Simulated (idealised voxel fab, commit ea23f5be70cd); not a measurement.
The document below concerns the process module designated voxel gate over fins.
The width of the displayed cross-section, cut, is 245 nm; its cells are square, with a size of 5 nm.
Cross-section format: a grid of square cells, given as bands from top to bottom; each band is one or more rows of cells.
Within each band entry, the heights of the top and of the bottom of the band appear first, in that order and in nm; the materials of the band then follow from left to right, each with its corresponding width in nm. The designation "throughout" on a single material indicates that it fills the band from edge to edge; the designation "blank" indicates empty space.
Height datum 0, below which the as-received substrate wafer is one material. Lowest band open at the bottom, running downward: "0 down".
With a width like "30->40", each row of cells in the band differs from the next by the same amount, the top row carrying the first number and the bottom row the second.
"stayed the same" after a step means that no cell of the cross-section changed.
"Enclosed voids" lists enclosed empty spaces (at least 8 cells, no open path upward to the top), each as width x height at distance from the left edge, in nm.
On each step's line, the part that comes after the settings is the simulator's own comment on the step.
overlay nm: for a step with a mask, the amount by which the mask lay right of where it was planned; a negative amount means left of it.
Pairs from here to the end. Each: cross-section before one process step, cross-section after it, the latter only as far down as the lowest band that changed. Under each: the step between, and its settings. Mind that the pairs may be taken from different runs of this module on the same starting wafer; whether a pair continues from the pair above depends on its entry headed "Pre-step cross-section", and it does only where that entry says so.

Pre-step cross-section:
* 0 down | Si throughout
* Enclosed voids: none

Post-Step Snapshot:
* 5 to 0 | SiN throughout
* Whatever lies below 0 is exactly as it was before.
* Enclosed voids: none
The before and after cross-sections above differ by one step: op CONFORMAL_DEP | material SiN | thk nm 5

Pre-step cross-section: the cross-section after the pair above

Post-Step Snapshot:
* 5 to 0 | blank (80) / SiN (15) / blank (20) / SiN (15) / blank (20) / SiN (15) / blank (80)
* Whatever lies below 0 is exactly as it was before.
* Enclosed voids: none
The before and after cross-sections above differ by one step: op MASKED_ETCH | tone cover | mask id FINS | width nm 15 | pitch nm 35 | etch materials SiN | depth nm 5 | overlay nm 0

Pre-step cross-section: the cross-section after the pair above

Post-Step Snapshot:
* 5 to 0 | blank (80) / SiN (15) / blank (20) / SiN (15) / blank (20) / SiN (15) / blank (80)
* 0 to -30 | blank (80) / Si (15) / blank (20) / Si (15) / blank (20) / Si (15) / blank (80)
* Whatever lies below -30 is exactly as it was before.
* Enclosed voids: none
The before and after cross-sections above differ by one step: op MASKED_ETCH | tone cover | mask id FINS | width nm 15 | pitch nm 35 | etch materials Si | depth nm 30 | overlay nm 0

Pre-step cross-section: the cross-section after the pair above

Post-Step Snapshot:
* 5 to 0 | blank (80) / SiN (15) / blank (20) / SiN (15) / blank (20) / SiN (15) / blank (80)
* 0 to -30 | blank (80) / SiO2 (5) / Si (5) / SiO2 (5) / blank (20) / SiO2 (5) / Si (5) / SiO2 (5) / blank (20) / SiO2 (5) / Si (5) / SiO2 (5) / blank (80)
* -30 to -35 | SiO2 (85) / Si (5) / SiO2 (30) / Si (5) / SiO2 (30) / Si (5) / SiO2 (85)
* Whatever lies below -35 is exactly as it was before.
* Enclosed voids: none
The before and after cross-sections above differ by one step: op OXIDIZE | depth nm 5

Pre-step cross-section: the cross-section after the pair above

Post-Step Snapshot:
* 20 to 5 | SiO2 throughout
* 5 to 0 | SiO2 (80) / SiN (15) / SiO2 (20) / SiN (15) / SiO2 (20) / SiN (15) / SiO2 (80)
* 0 to -35 | SiO2 (85) / Si (5) / SiO2 (30) / Si (5) / SiO2 (30) / Si (5) / SiO2 (85)
* Whatever lies below -35 is exactly as it was before.
* Enclosed voids: none
The before and after cross-sections above differ by one step: op FILL_DEP | material SiO2 | thk nm 15

Pre-step cross-section: the cross-section after the pair above

Post-Step Snapshot:
* 5 to 0 | SiO2 (80) / SiN (15) / SiO2 (20) / SiN (15) / SiO2 (20) / SiN (15) / SiO2 (80)
* Whatever lies below 0 is exactly as it was before.
* Enclosed voids: none
The before and after cross-sections above differ by one step: op CMP | height nm 5

Pre-step cross-section: the cross-section after the pair above

Post-Step Snapshot:
* 5 to 0 | blank (80) / SiN (15) / blank (20) / SiN (15) / blank (20) / SiN (15) / blank (80)
* 0 to -10 | blank (85) / Si (5) / blank (30) / Si (5) / blank (30) / Si (5) / blank (85)
* Whatever lies below -10 is exactly as it was before.
* Enclosed voids: none
The before and after cross-sections above differ by one step: op SELECTIVE_ETCH | etch materials SiO2 | depth nm 15

Pre-step cross-section: the cross-section after the pair above

Post-Step Snapshot:
* 0 to -10 | blank (85) / Si (5) / blank (30) / Si (5) / blank (30) / Si (5) / blank (85)
* Whatever lies below -10 is exactly as it was before.
* Enclosed voids: none
The before and after cross-sections above differ by one step: op STRIP | etch materials SiN

Pre-step cross-section: the cross-section after the pair above

Post-Step Snapshot:
* 5 to 0 | blank (80) / HfO2 (15) / blank (20) / HfO2 (15) / blank (20) / HfO2 (15) / blank (80)
* 0 to -5 | blank (80) / HfO2 (5) / Si (5) / HfO2 (5) / blank (20) / HfO2 (5) / Si (5) / HfO2 (5) / blank (20) / HfO2 (5) / Si (5) / HfO2 (5) / blank (80)
* -5 to -10 | HfO2 (85) / Si (5) / HfO2 (30) / Si (5) / HfO2 (30) / Si (5) / HfO2 (85)
* Whatever lies below -10 is exactly as it was before.
* Enclosed voids: none
The before and after cross-sections above differ by one step: op CONFORMAL_DEP | material HfO2 | thk nm 5

Pre-step cross-section: the cross-section after the pair above

Post-Step Snapshot:
* 10 to 5 | blank (75) / TiN (25) / blank (10) / TiN (25) / blank (10) / TiN (25) / blank (75)
* 5 to 0 | blank (75) / TiN (5) / HfO2 (15) / TiN (5) / blank (10) / TiN (5) / HfO2 (15) / TiN (5) / blank (10) / TiN (5) / HfO2 (15) / TiN (5) / blank (75)
* 0 to -5 | TiN (80) / HfO2 (5) / Si (5) / HfO2 (5) / TiN (20) / HfO2 (5) / Si (5) / HfO2 (5) / TiN (20) / HfO2 (5) / Si (5) / HfO2 (5) / TiN (80)
* Whatever lies below -5 is exactly as it was before.
* Enclosed voids: none
The before and after cross-sections above differ by one step: op CONFORMAL_DEP | material TiN | thk nm 5

Pre-step cross-section: the cross-section after the pair above

Post-Step Snapshot:
* 25 to 10 | W throughout
* 10 to 5 | W (75) / TiN (25) / W (10) / TiN (25) / W (10) / TiN (25) / W (75)
* 5 to 0 | W (75) / TiN (5) / HfO2 (15) / TiN (5) / W (10) / TiN (5) / HfO2 (15) / TiN (5) / W (10) / TiN (5) / HfO2 (15) / TiN (5) / W (75)
* Whatever lies below 0 is exactly as it was before.
* Enclosed voids: none
The before and after cross-sections above differ by one step: op FILL_DEP | material W | thk nm 15

Pre-step cross-section: the cross-section after the pair above

Post-Step Snapshot:
* 20 to 10 | W throughout
* Whatever lies below 10 is exactly as it was before.
* Enclosed voids: none
The before and after cross-sections above differ by one step: op CMP | height nm 20

Pre-step cross-section: the cross-section after the pair above

Post-Step Snapshot:
* 30 to 20 | SiCN throughout
* Whatever lies below 20 is exactly as it was before.
* Enclosed voids: none
The before and after cross-sections above differ by one step: op CONFORMAL_DEP | material SiCN | thk nm 10

Pre-step cross-section:
* 0 down | Si throughout
* Enclosed voids: none

Post-Step Snapshot:
* 0 to -30 | blank (80) / Si (15) / blank (20) / Si (15) / blank (20) / Si (15) / blank (80)
* Whatever lies below -30 is exactly as it was before.
* Enclosed voids: none
The before and after cross-sections above differ by one step: op MASKED_ETCH | tone cover | mask id FINS | width nm 15 | pitch nm 35 | etch materials Si | depth nm 30 | overlay nm 0

Pre-step cross-section: the cross-section after the pair above

Post-Step Snapshot:
* 0 to -5 | blank (80) / SiO2 (15) / blank (20) / SiO2 (15) / blank (20) / SiO2 (15) / blank (80)
* -5 to -30 | blank (80) / SiO2 (5) / Si (5) / SiO2 (5) / blank (20) / SiO2 (5) / Si (5) / SiO2 (5) / blank (20) / SiO2 (5) / Si (5) / SiO2 (5) / blank (80)
* -30 to -35 | SiO2 (85) / Si (5) / SiO2 (30) / Si (5) / SiO2 (30) / Si (5) / SiO2 (85)
* Whatever lies below -35 is exactly as it was before.
* Enclosed voids: none
The before and after cross-sections above differ by one step: op OXIDIZE | depth nm 5

Pre-step cross-section: the cross-section after the pair above

Post-Step Snapshot:
* 15 to -5 | SiO2 throughout
* -5 to -35 | SiO2 (85) / Si (5) / SiO2 (30) / Si (5) / SiO2 (30) / Si (5) / SiO2 (85)
* Whatever lies below -35 is exactly as it was before.
* Enclosed voids: none
The before and after cross-sections above differ by one step: op FILL_DEP | material SiO2 | thk nm 15

Pre-step cross-section: the cross-section after the pair above

Post-Step Snapshot:
* 5 to -5 | SiO2 throughout
* Whatever lies below -5 is exactly as it was before.
* Enclosed voids: none
The before and after cross-sections above differ by one step: op CMP | height nm 5

Pre-step cross-section: the cross-section after the pair above

Post-Step Snapshot:
* -5 to -10 | blank (85) / Si (5) / blank (30) / Si (5) / blank (30) / Si (5) / blank (85)
* Whatever lies below -10 is exactly as it was before.
* Enclosed voids: none
The before and after cross-sections above differ by one step: op SELECTIVE_ETCH | etch materials SiO2 | depth nm 15

Pre-step cross-section: the cross-section after the pair above

Post-Step Snapshot:
* 0 to -5 | blank (80) / HfO2 (15) / blank (20) / HfO2 (15) / blank (20) / HfO2 (15) / blank (80)
* -5 to -10 | HfO2 (85) / Si (5) / HfO2 (30) / Si (5) / HfO2 (30) / Si (5) / HfO2 (85)
* Whatever lies below -10 is exactly as it was before.
* Enclosed voids: none
The before and after cross-sections above differ by one step: op CONFORMAL_DEP | material HfO2 | thk nm 5

Pre-step cross-section: the cross-section after the pair above

Post-Step Snapshot:
* 5 to 0 | blank (75) / TiN (25) / blank (10) / TiN (25) / blank (10) / TiN (25) / blank (75)
* 0 to -5 | TiN (80) / HfO2 (15) / TiN (20) / HfO2 (15) / TiN (20) / HfO2 (15) / TiN (80)
* Whatever lies below -5 is exactly as it was before.
* Enclosed voids: none
The before and after cross-sections above differ by one step: op CONFORMAL_DEP | material TiN | thk nm 5

Pre-step cross-section: the cross-section after the pair above

Post-Step Snapshot:
* 20 to 5 | W throughout
* 5 to 0 | W (75) / TiN (25) / W (10) / TiN (25) / W (10) / TiN (25) / W (75)
* Whatever lies below 0 is exactly as it was before.
* Enclosed voids: none
The before and after cross-sections above differ by one step: op FILL_DEP | material W | thk nm 15

Pre-step cross-section: the cross-section after the pair above

Post-Step Snapshot:
* 30 to 20 | SiCN throughout
* Whatever lies below 20 is exactly as it was before.
* Enclosed voids: none
The before and after cross-sections above differ by one step: op CONFORMAL_DEP | material SiCN | thk nm 10

Pre-step cross-section:
* 5 to 0 | blank (80) / SiN (15) / blank (20) / SiN (15) / blank (20) / SiN (15) / blank (80)
* 0 to -30 | blank (80) / Si (15) / blank (20) / Si (15) / blank (20) / Si (15) / blank (80)
* -30 down | Si throughout
* Enclosed voids: none

Post-Step Snapshot:
* 5 to 0 | blank (80) / SiN (15) / blank (20) / SiN (15) / blank (20) / SiN (15) / blank (80)
* 0 to -60 | blank (80) / Si (15) / blank (20) / Si (15) / blank (20) / Si (15) / blank (80)
* Whatever lies below -60 is exactly as it was before.
* Enclosed voids: none
The before and after cross-sections above differ by one step: op MASKED_ETCH | tone cover | mask id FINS | width nm 15 | pitch nm 35 | etch materials Si | depth nm 30 | overlay nm 0

Pre-step cross-section: the cross-section after the pair above

Post-Step Snapshot:
* 5 to 0 | blank (80) / SiN (15) / blank (20) / SiN (15) / blank (20) / SiN (15) / blank (80)
* 0 to -60 | blank (80) / SiO2 (5) / Si (5) / SiO2 (5) / blank (20) / SiO2 (5) / Si (5) / SiO2 (5) / blank (20) / SiO2 (5) / Si (5) / SiO2 (5) / blank (80)
* -60 to -65 | SiO2 (85) / Si (5) / SiO2 (30) / Si (5) / SiO2 (30) / Si (5) / SiO2 (85)
* Whatever lies below -65 is exactly as it was before.
* Enclosed voids: none
The before and after cross-sections above differ by one step: op OXIDIZE | depth nm 5

Pre-step cross-section: the cross-section after the pair above

Post-Step Snapshot:
* 20 to 5 | SiO2 throughout
* 5 to 0 | SiO2 (80) / SiN (15) / SiO2 (20) / SiN (15) / SiO2 (20) / SiN (15) / SiO2 (80)
* 0 to -65 | SiO2 (85) / Si (5) / SiO2 (30) / Si (5) / SiO2 (30) / Si (5) / SiO2 (85)
* Whatever lies below -65 is exactly as it was before.
* Enclosed voids: none
The before and after cross-sections above differ by one step: op FILL_DEP | material SiO2 | thk nm 15

Pre-step cross-section: the cross-section after the pair above

Post-Step Snapshot:
* 5 to 0 | SiO2 (80) / SiN (15) / SiO2 (20) / SiN (15) / SiO2 (20) / SiN (15) / SiO2 (80)
* Whatever lies below 0 is exactly as it was before.
* Enclosed voids: none
The before and after cross-sections above differ by one step: op CMP | height nm 5

Pre-step cross-section: the cross-section after the pair above

Post-Step Snapshot:
* 5 to 0 | blank (80) / SiN (15) / blank (20) / SiN (15) / blank (20) / SiN (15) / blank (80)
* 0 to -10 | blank (85) / Si (5) / blank (30) / Si (5) / blank (30) / Si (5) / blank (85)
* Whatever lies below -10 is exactly as it was before.
* Enclosed voids: none
The before and after cross-sections above differ by one step: op SELECTIVE_ETCH | etch materials SiO2 | depth nm 15

Pre-step cross-section: the cross-section after the pair above

Post-Step Snapshot:
* 0 to -10 | blank (85) / Si (5) / blank (30) / Si (5) / blank (30) / Si (5) / blank (85)
* Whatever lies below -10 is exactly as it was before.
* Enclosed voids: none
The before and after cross-sections above differ by one step: op STRIP | etch materials SiN

Pre-step cross-section: the cross-section after the pair above

Post-Step Snapshot:
* 5 to 0 | blank (80) / HfO2 (15) / blank (20) / HfO2 (15) / blank (20) / HfO2 (15) / blank (80)
* 0 to -5 | blank (80) / HfO2 (5) / Si (5) / HfO2 (5) / blank (20) / HfO2 (5) / Si (5) / HfO2 (5) / blank (20) / HfO2 (5) / Si (5) / HfO2 (5) / blank (80)
* -5 to -10 | HfO2 (85) / Si (5) / HfO2 (30) / Si (5) / HfO2 (30) / Si (5) / HfO2 (85)
* Whatever lies below -10 is exactly as it was before.
* Enclosed voids: none
The before and after cross-sections above differ by one step: op CONFORMAL_DEP | material HfO2 | thk nm 5

Pre-step cross-section: the cross-section after the pair above

Post-Step Snapshot:
* 10 to 5 | blank (75) / TiN (25) / blank (10) / TiN (25) / blank (10) / TiN (25) / blank (75)
* 5 to 0 | blank (75) / TiN (5) / HfO2 (15) / TiN (5) / blank (10) / TiN (5) / HfO2 (15) / TiN (5) / blank (10) / TiN (5) / HfO2 (15) / TiN (5) / blank (75)
* 0 to -5 | TiN (80) / HfO2 (5) / Si (5) / HfO2 (5) / TiN (20) / HfO2 (5) / Si (5) / HfO2 (5) / TiN (20) / HfO2 (5) / Si (5) / HfO2 (5) / TiN (80)
* Whatever lies below -5 is exactly as it was before.
* Enclosed voids: none
The before and after cross-sections above differ by one step: op CONFORMAL_DEP | material TiN | thk nm 5

Pre-step cross-section: the cross-section after the pair above

Post-Step Snapshot:
* 25 to 10 | W throughout
* 10 to 5 | W (75) / TiN (25) / W (10) / TiN (25) / W (10) / TiN (25) / W (75)
* 5 to 0 | W (75) / TiN (5) / HfO2 (15) / TiN (5) / W (10) / TiN (5) / HfO2 (15) / TiN (5) / W (10) / TiN (5) / HfO2 (15) / TiN (5) / W (75)
* Whatever lies below 0 is exactly as it was before.
* Enclosed voids: none
The before and after cross-sections above differ by one step: op FILL_DEP | material W | thk nm 15

Pre-step cross-section: the cross-section after the pair above

Post-Step Snapshot:
* 20 to 10 | W throughout
* Whatever lies below 10 is exactly as it was before.
* Enclosed voids: none
The before and after cross-sections above differ by one step: op CMP | height nm 20

Pre-step cross-section: the cross-section after the pair above

Post-Step Snapshot:
* 30 to 20 | SiCN throughout
* Whatever lies below 20 is exactly as it was before.
* Enclosed voids: none
The before and after cross-sections above differ by one step: op CONFORMAL_DEP | material SiCN | thk nm 10

Pre-step cross-section:
* 5 to 0 | SiO2 (80) / SiN (15) / SiO2 (20) / SiN (15) / SiO2 (20) / SiN (15) / SiO2 (80)
* 0 to -35 | SiO2 (85) / Si (5) / SiO2 (30) / Si (5) / SiO2 (30) / Si (5) / SiO2 (85)
* -35 down | Si throughout
* Enclosed voids: none

Post-Step Snapshot:
* 5 to 0 | SiO2 (80) / blank (15) / SiO2 (20) / blank (15) / SiO2 (20) / blank (15) / SiO2 (80)
* Whatever lies below 0 is exactly as it was before.
* Enclosed voids: none
The before and after cross-sections above differ by one step: op STRIP | etch materials SiN

Pre-step cross-section: the cross-section after the pair above

Post-Step Snapshot:
* 0 to -10 | blank (85) / Si (5) / blank (30) / Si (5) / blank (30) / Si (5) / blank (85)
* -10 to -15 | SiO2 (65) / blank (20) / Si (5) / blank (30) / Si (5) / blank (30) / Si (5) / blank (20) / SiO2 (65)
* Whatever lies below -15 is exactly as it was before.
* Enclosed voids: none
The before and after cross-sections above differ by one step: op SELECTIVE_ETCH | etch materials SiO2 | depth nm 15

Pre-step cross-section: the cross-section after the pair above

Post-Step Snapshot:
* 5 to 0 | blank (80) / HfO2 (15) / blank (20) / HfO2 (15) / blank (20) / HfO2 (15) / blank (80)
* 0 to -5 | blank (80) / HfO2 (5) / Si (5) / HfO2 (5) / blank (20) / HfO2 (5) / Si (5) / HfO2 (5) / blank (20) / HfO2 (5) / Si (5) / HfO2 (5) / blank (80)
* -5 to -10 | HfO2 (70) / blank (10) / HfO2 (5) / Si (5) / HfO2 (5) / blank (20) / HfO2 (5) / Si (5) / HfO2 (5) / blank (20) / HfO2 (5) / Si (5) / HfO2 (5) / blank (10) / HfO2 (70)
* -10 to -15 | SiO2 (65) / HfO2 (20) / Si (5) / HfO2 (30) / Si (5) / HfO2 (30) / Si (5) / HfO2 (20) / SiO2 (65)
* Whatever lies below -15 is exactly as it was before.
* Enclosed voids: none
The before and after cross-sections above differ by one step: op CONFORMAL_DEP | material HfO2 | thk nm 5

Pre-step cross-section: the cross-section after the pair above

Post-Step Snapshot:
* 10 to 5 | blank (75) / TiN (25) / blank (10) / TiN (25) / blank (10) / TiN (25) / blank (75)
* 5 to 0 | blank (75) / TiN (5) / HfO2 (15) / TiN (5) / blank (10) / TiN (5) / HfO2 (15) / TiN (5) / blank (10) / TiN (5) / HfO2 (15) / TiN (5) / blank (75)
* 0 to -5 | TiN (80) / HfO2 (5) / Si (5) / HfO2 (5) / TiN (5) / blank (10) / TiN (5) / HfO2 (5) / Si (5) / HfO2 (5) / TiN (5) / blank (10) / TiN (5) / HfO2 (5) / Si (5) / HfO2 (5) / TiN (80)
* -5 to -10 | HfO2 (70) / TiN (10) / HfO2 (5) / Si (5) / HfO2 (5) / TiN (20) / HfO2 (5) / Si (5) / HfO2 (5) / TiN (20) / HfO2 (5) / Si (5) / HfO2 (5) / TiN (10) / HfO2 (70)
* Whatever lies below -10 is exactly as it was before.
* Enclosed voids: none
The before and after cross-sections above differ by one step: op CONFORMAL_DEP | material TiN | thk nm 5

Pre-step cross-section: the cross-section after the pair above

Post-Step Snapshot:
* 25 to 10 | W throughout
* 10 to 5 | W (75) / TiN (25) / W (10) / TiN (25) / W (10) / TiN (25) / W (75)
* 5 to 0 | W (75) / TiN (5) / HfO2 (15) / TiN (5) / W (10) / TiN (5) / HfO2 (15) / TiN (5) / W (10) / TiN (5) / HfO2 (15) / TiN (5) / W (75)
* 0 to -5 | TiN (80) / HfO2 (5) / Si (5) / HfO2 (5) / TiN (5) / W (10) / TiN (5) / HfO2 (5) / Si (5) / HfO2 (5) / TiN (5) / W (10) / TiN (5) / HfO2 (5) / Si (5) / HfO2 (5) / TiN (80)
* Whatever lies below -5 is exactly as it was before.
* Enclosed voids: none
The before and after cross-sections above differ by one step: op FILL_DEP | material W | thk nm 15

Pre-step cross-section: the cross-section after the pair above

Post-Step Snapshot:
* 20 to 10 | W throughout
* Whatever lies below 10 is exactly as it was before.
* Enclosed voids: none
The before and after cross-sections above differ by one step: op CMP | height nm 20

Pre-step cross-section: the cross-section after the pair above

Post-Step Snapshot:
* 30 to 20 | SiCN throughout
* Whatever lies below 20 is exactly as it was before.
* Enclosed voids: none
The before and after cross-sections above differ by one step: op CONFORMAL_DEP | material SiCN | thk nm 10

Pre-step cross-section:
* 5 to 0 | SiO2 (80) / SiN (15) / SiO2 (20) / SiN (15) / SiO2 (20) / SiN (15) / SiO2 (80)
* 0 to -35 | SiO2 (85) / Si (5) / SiO2 (30) / Si (5) / SiO2 (30) / Si (5) / SiO2 (85)
* -35 down | Si throughout
* Enclosed voids: none

Post-Step Snapshot:
* 5 to 0 | blank (80) / SiN (15) / blank (20) / SiN (15) / blank (20) / SiN (15) / blank (80)
* 0 to -20 | blank (85) / Si (5) / blank (30) / Si (5) / blank (30) / Si (5) / blank (85)
* Whatever lies below -20 is exactly as it was before.
* Enclosed voids: none
The before and after cross-sections above differ by one step: op SELECTIVE_ETCH | etch materials SiO2 | depth nm 25

Pre-step cross-section: the cross-section after the pair above

Post-Step Snapshot:
* 0 to -20 | blank (85) / Si (5) / blank (30) / Si (5) / blank (30) / Si (5) / blank (85)
* Whatever lies below -20 is exactly as it was before.
* Enclosed voids: none
The before and after cross-sections above differ by one step: op STRIP | etch materials SiN

Pre-step cross-section: the cross-section after the pair above

Post-Step Snapshot:
* 5 to 0 | blank (80) / HfO2 (15) / blank (20) / HfO2 (15) / blank (20) / HfO2 (15) / blank (80)
* 0 to -15 | blank (80) / HfO2 (5) / Si (5) / HfO2 (5) / blank (20) / HfO2 (5) / Si (5) / HfO2 (5) / blank (20) / HfO2 (5) / Si (5) / HfO2 (5) / blank (80)
* -15 to -20 | HfO2 (85) / Si (5) / HfO2 (30) / Si (5) / HfO2 (30) / Si (5) / HfO2 (85)
* Whatever lies below -20 is exactly as it was before.
* Enclosed voids: none
The before and after cross-sections above differ by one step: op CONFORMAL_DEP | material HfO2 | thk nm 5

Pre-step cross-section: the cross-section after the pair above

Post-Step Snapshot:
* 10 to 5 | blank (75) / TiN (25) / blank (10) / TiN (25) / blank (10) / TiN (25) / blank (75)
* 5 to 0 | blank (75) / TiN (5) / HfO2 (15) / TiN (5) / blank (10) / TiN (5) / HfO2 (15) / TiN (5) / blank (10) / TiN (5) / HfO2 (15) / TiN (5) / blank (75)
* 0 to -10 | blank (75) / TiN (5) / HfO2 (5) / Si (5) / HfO2 (5) / TiN (5) / blank (10) / TiN (5) / HfO2 (5) / Si (5) / HfO2 (5) / TiN (5) / blank (10) / TiN (5) / HfO2 (5) / Si (5) / HfO2 (5) / TiN (5) / blank (75)
* -10 to -15 | TiN (80) / HfO2 (5) / Si (5) / HfO2 (5) / TiN (20) / HfO2 (5) / Si (5) / HfO2 (5) / TiN (20) / HfO2 (5) / Si (5) / HfO2 (5) / TiN (80)
* Whatever lies below -15 is exactly as it was before.
* Enclosed voids: none
The before and after cross-sections above differ by one step: op CONFORMAL_DEP | material TiN | thk nm 5

Pre-step cross-section: the cross-section after the pair above

Post-Step Snapshot:
* 25 to 10 | W throughout
* 10 to 5 | W (75) / TiN (25) / W (10) / TiN (25) / W (10) / TiN (25) / W (75)
* 5 to 0 | W (75) / TiN (5) / HfO2 (15) / TiN (5) / W (10) / TiN (5) / HfO2 (15) / TiN (5) / W (10) / TiN (5) / HfO2 (15) / TiN (5) / W (75)
* 0 to -10 | W (75) / TiN (5) / HfO2 (5) / Si (5) / HfO2 (5) / TiN (5) / W (10) / TiN (5) / HfO2 (5) / Si (5) / HfO2 (5) / TiN (5) / W (10) / TiN (5) / HfO2 (5) / Si (5) / HfO2 (5) / TiN (5) / W (75)
* Whatever lies below -10 is exactly as it was before.
* Enclosed voids: none
The before and after cross-sections above differ by one step: op FILL_DEP | material W | thk nm 15

Pre-step cross-section: the cross-section after the pair above

Post-Step Snapshot:
* 20 to 10 | W throughout
* Whatever lies below 10 is exactly as it was before.
* Enclosed voids: none
The before and after cross-sections above differ by one step: op CMP | height nm 20

Pre-step cross-section: the cross-section after the pair above

Post-Step Snapshot:
* 30 to 20 | SiCN throughout
* Whatever lies below 20 is exactly as it was before.
* Enclosed voids: none
The before and after cross-sections above differ by one step: op CONFORMAL_DEP | material SiCN | thk nm 10

Pre-step cross-section:
* 5 to 0 | SiN throughout
* 0 down | Si throughout
* Enclosed voids: none

Post-Step Snapshot:
* 5 to 0 | blank (80) / SiN (20) / blank (15) / SiN (20) / blank (15) / SiN (20) / blank (75)
* Whatever lies below 0 is exactly as it was before.
* Enclosed voids: none
The before and after cross-sections above differ by one step: op MASKED_ETCH | tone cover | mask id FINS | width nm 20 | pitch nm 35 | etch materials SiN | depth nm 5 | overlay nm 0

Pre-step cross-section: the cross-section after the pair above

Post-Step Snapshot:
* 5 to 0 | blank (80) / SiN (20) / blank (15) / SiN (20) / blank (15) / SiN (20) / blank (75)
* 0 to -30 | blank (80) / Si (20) / blank (15) / Si (20) / blank (15) / Si (20) / blank (75)
* Whatever lies below -30 is exactly as it was before.
* Enclosed voids: none
The before and after cross-sections above differ by one step: op MASKED_ETCH | tone cover | mask id FINS | width nm 15 | pitch nm 35 | etch materials Si | depth nm 30 | overlay nm 0

Pre-step cross-section: the cross-section after the pair above

Post-Step Snapshot:
* 5 to 0 | blank (80) / SiN (20) / blank (15) / SiN (20) / blank (15) / SiN (20) / blank (75)
* 0 to -30 | blank (80) / SiO2 (5) / Si (10) / SiO2 (5) / blank (15) / SiO2 (5) / Si (10) / SiO2 (5) / blank (15) / SiO2 (5) / Si (10) / SiO2 (5) / blank (75)
* -30 to -35 | SiO2 (85) / Si (10) / SiO2 (25) / Si (10) / SiO2 (25) / Si (10) / SiO2 (80)
* Whatever lies below -35 is exactly as it was before.
* Enclosed voids: none
The before and after cross-sections above differ by one step: op OXIDIZE | depth nm 5

Pre-step cross-section: the cross-section after the pair above

Post-Step Snapshot:
* 20 to 5 | SiO2 throughout
* 5 to 0 | SiO2 (80) / SiN (20) / SiO2 (15) / SiN (20) / SiO2 (15) / SiN (20) / SiO2 (75)
* 0 to -35 | SiO2 (85) / Si (10) / SiO2 (25) / Si (10) / SiO2 (25) / Si (10) / SiO2 (80)
* Whatever lies below -35 is exactly as it was before.
* Enclosed voids: none
The before and after cross-sections above differ by one step: op FILL_DEP | material SiO2 | thk nm 15

Pre-step cross-section: the cross-section after the pair above

Post-Step Snapshot:
* 5 to 0 | SiO2 (80) / SiN (20) / SiO2 (15) / SiN (20) / SiO2 (15) / SiN (20) / SiO2 (75)
* Whatever lies below 0 is exactly as it was before.
* Enclosed voids: none
The before and after cross-sections above differ by one step: op CMP | height nm 5

Pre-step cross-section: the cross-section after the pair above

Post-Step Snapshot:
* 5 to 0 | blank (80) / SiN (20) / blank (15) / SiN (20) / blank (15) / SiN (20) / blank (75)
* 0 to -10 | blank (85) / Si (10) / blank (25) / Si (10) / blank (25) / Si (10) / blank (80)
* Whatever lies below -10 is exactly as it was before.
* Enclosed voids: none
The before and after cross-sections above differ by one step: op SELECTIVE_ETCH | etch materials SiO2 | depth nm 15

Pre-step cross-section: the cross-section after the pair above

Post-Step Snapshot:
* 0 to -10 | blank (85) / Si (10) / blank (25) / Si (10) / blank (25) / Si (10) / blank (80)
* Whatever lies below -10 is exactly as it was before.
* Enclosed voids: none
The before and after cross-sections above differ by one step: op STRIP | etch materials SiN

Pre-step cross-section: the cross-section after the pair above

Post-Step Snapshot:
* 5 to 0 | blank (80) / HfO2 (20) / blank (15) / HfO2 (20) / blank (15) / HfO2 (20) / blank (75)
* 0 to -5 | blank (80) / HfO2 (5) / Si (10) / HfO2 (5) / blank (15) / HfO2 (5) / Si (10) / HfO2 (5) / blank (15) / HfO2 (5) / Si (10) / HfO2 (5) / blank (75)
* -5 to -10 | HfO2 (85) / Si (10) / HfO2 (25) / Si (10) / HfO2 (25) / Si (10) / HfO2 (80)
* Whatever lies below -10 is exactly as it was before.
* Enclosed voids: none
The before and after cross-sections above differ by one step: op CONFORMAL_DEP | material HfO2 | thk nm 5

Pre-step cross-section: the cross-section after the pair above

Post-Step Snapshot:
* 10 to 5 | blank (75) / TiN (30) / blank (5) / TiN (30) / blank (5) / TiN (30) / blank (70)
* 5 to 0 | blank (75) / TiN (5) / HfO2 (20) / TiN (5) / blank (5) / TiN (5) / HfO2 (20) / TiN (5) / blank (5) / TiN (5) / HfO2 (20) / TiN (5) / blank (70)
* 0 to -5 | TiN (80) / HfO2 (5) / Si (10) / HfO2 (5) / TiN (15) / HfO2 (5) / Si (10) / HfO2 (5) / TiN (15) / HfO2 (5) / Si (10) / HfO2 (5) / TiN (75)
* Whatever lies below -5 is exactly as it was before.
* Enclosed voids: none
The before and after cross-sections above differ by one step: op CONFORMAL_DEP | material TiN | thk nm 5

Pre-step cross-section: the cross-section after the pair above

Post-Step Snapshot:
* 25 to 10 | W throughout
* 10 to 5 | W (75) / TiN (30) / W (5) / TiN (30) / W (5) / TiN (30) / W (70)
* 5 to 0 | W (75) / TiN (5) / HfO2 (20) / TiN (5) / W (5) / TiN (5) / HfO2 (20) / TiN (5) / W (5) / TiN (5) / HfO2 (20) / TiN (5) / W (70)
* Whatever lies below 0 is exactly as it was before.
* Enclosed voids: none
The before and after cross-sections above differ by one step: op FILL_DEP | material W | thk nm 15

Pre-step cross-section: the cross-section after the pair above

Post-Step Snapshot:
* 20 to 10 | W throughout
* Whatever lies below 10 is exactly as it was before.
* Enclosed voids: none
The before and after cross-sections above differ by one step: op CMP | height nm 20

Pre-step cross-section: the cross-section after the pair above

Post-Step Snapshot:
* 30 to 20 | SiCN throughout
* Whatever lies below 20 is exactly as it was before.
* Enclosed voids: none
The before and after cross-sections above differ by one step: op CONFORMAL_DEP | material SiCN | thk nm 10

Pre-step cross-section:
* 5 to 0 | SiN throughout
* 0 down | Si throughout
* Enclosed voids: none

Post-Step Snapshot:
* 5 to 0 | blank (70) / SiN (15) / blank (20) / SiN (15) / blank (20) / SiN (15) / blank (90)
* Whatever lies below 0 is exactly as it was before.
* Enclosed voids: none
The before and after cross-sections above differ by one step: op MASKED_ETCH | tone cover | mask id FINS | width nm 15 | pitch nm 35 | etch materials SiN | depth nm 5 | overlay nm -10

Pre-step cross-section: the cross-section after the pair above

Post-Step Snapshot:
* 5 to 0 | blank (70) / SiN (15) / blank (20) / SiN (15) / blank (20) / SiN (15) / blank (90)
* 0 to -30 | blank (70) / Si (25) / blank (10) / Si (25) / blank (10) / Si (25) / blank (80)
* Whatever lies below -30 is exactly as it was before.
* Enclosed voids: none
The before and after cross-sections above differ by one step: op MASKED_ETCH | tone cover | mask id FINS | width nm 15 | pitch nm 35 | etch materials Si | depth nm 30 | overlay nm 0
